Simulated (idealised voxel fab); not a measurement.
Module name: voxel air gaps (process module)
Cross-section cut spans 265 nm and uses square cells 5 nm in size.
Heads up, the way a cross-section reads in here is a grid of square cells, handed over as bands from the top down, with every band being one or more rows of cells. What a band's entry tells you: where the top is and where the bottom is, as heights in nm, and after that what lies inside, material by material from left to right, each with its width in nm. Empty space is written as the word "empty", and a single material marked with the word "edge to edge" occupies the band from edge to edge. All heights in this document are referenced to 0, defined as the level beneath which the wafer, as received, consists entirely of one material. The lowest band is not bounded below; it extends indefinitely downward and is written in the form "from 0 down". A width given as "30->40" starts at the first number in the band's top row and ends at the second number in its bottom row, shifting by an equal amount at every step from row to row. "nothing altered" after a step means that no cell of the cross-section changed. The entry titled "Enclosed void list" provides the empty spaces that have no open way to the top, restricted to those of 8 cells or more. Each is presented as width x height at distance, the distance being measured from the left edge, with all three in nm. What comes after the settings on a step's line is commentary from the simulator itself on that step. overlay nm: how far to the right of its planned place the mask lay on this masked step (negative: to the left).

List of planned process steps:
- 1: RECEIVE: material Si
- 2: CONFORMAL_DEP: material SiO2, thk nm 15
- 3: CONFORMAL_DEP: material SiN, thk nm 5
- 4: DIRECTIONAL_DEP: material SiO2, thk nm 40
- 5: DIRECTIONAL_DEP: material aC, thk nm 15
- 6: PATTERN: tone open, mask id LINES, material resist, width nm 25, pitch nm 55, thk nm 35, overlay nm 0
- 7: DIRECTIONAL_ETCH: etch materials aC, depth nm 15
- 8: STRIP: etch materials resist
- 9: DIRECTIONAL_ETCH: etch materials SiO2, depth nm 40
- 10: STRIP: etch materials aC
- 11: CONFORMAL_DEP: material TiN, thk nm 5
- 12: FILL_DEP: material W, thk nm 10
- 13: CMP: height nm 60
- 14: EPI: material Ru, thk nm 10
- 15: SELECTIVE_ETCH: etch materials SiO2, depth nm 50
- 16: CONFORMAL_DEP: material SiCN, thk nm 5

Delivered wafer in cross-section: state after step 1:
> from 0 down: Si edge to edge
> Enclosed void list: none

first wafer at the end, as planned:
> from 75 to 70: empty 20, SiCN 220, empty 25
> from 70 to 60: empty 20, SiCN 5, Ru 45, SiCN 10, Ru 45, SiCN 10, Ru 45, SiCN 10, Ru 45, SiCN 5, empty 25
> from 60 to 55: empty 20, SiCN 15, TiN 5, W 15, TiN 5, SiCN 30, TiN 5, W 15, TiN 5, SiCN 30, TiN 5, W 15, TiN 5, SiCN 30, TiN 5, W 15, TiN 5, SiCN 15, empty 25
> from 55 to 25: empty 30, SiCN 5, TiN 5, W 15, TiN 5, SiCN 5, empty 20, SiCN 5, TiN 5, W 15, TiN 5, SiCN 5, empty 20, SiCN 5, TiN 5, W 15, TiN 5, SiCN 5, empty 20, SiCN 5, TiN 5, W 15, TiN 5, SiCN 5, empty 35
> from 25 to 20: SiCN 35, TiN 25, SiCN 30, TiN 25, SiCN 30, TiN 25, SiCN 30, TiN 25, SiCN 40
> from 20 to 15: SiN edge to edge
> from 15 to 0: SiO2 edge to edge
> from 0 down: Si edge to edge
> Enclosed void list: 20 x 30 at 65; 20 x 30 at 120; 20 x 30 at 175

Second wafer cross-section at end of module - shared start and plan with the first, one mistake in the run:
> from 75 to 70: SiCN edge to edge
> from 70 to 60: Ru 45, SiCN 5, Ru 50, SiCN 5, Ru 50, SiCN 5, Ru 50, SiCN 5, Ru 50
> from 60 to 55: W 30, TiN 5, SiCN 25, TiN 5, W 20, TiN 5, SiCN 25, TiN 5, W 20, TiN 5, SiCN 25, TiN 5, W 20, TiN 5, SiCN 25, TiN 5, W 35
> from 55 to 25: W 30, TiN 5, SiCN 5, empty 15, SiCN 5, TiN 5, W 20, TiN 5, SiCN 5, empty 15, SiCN 5, TiN 5, W 20, TiN 5, SiCN 5, empty 15, SiCN 5, TiN 5, W 20, TiN 5, SiCN 5, empty 15, SiCN 5, TiN 5, W 35
> from 25 to 20: TiN 35, SiCN 25, TiN 30, SiCN 25, TiN 30, SiCN 25, TiN 30, SiCN 25, TiN 40
> from 20 to 15: SiN edge to edge
> from 15 to 0: SiO2 edge to edge
> from 0 down: Si edge to edge
> Enclosed void list: 15 x 30 at 40; 15 x 30 at 95; 15 x 30 at 150; 15 x 30 at 205
It is concluded that the wafer was processed incorrectly with respect to the plan, in that step 6 did not use the planned setting and instead ran as PATTERN: tone cover, mask id LINES, material resist, width nm 25, pitch nm 55, thk nm 35, overlay nm 0
Once processing is complete, comparing cell counts shows that the second wafer has more or fewer of certain materials than the first: Ru +26 | SiCN -16 | TiN +13 | W +91
At process end, closed voids number 3 in the first wafer and 4 in the second wafer.
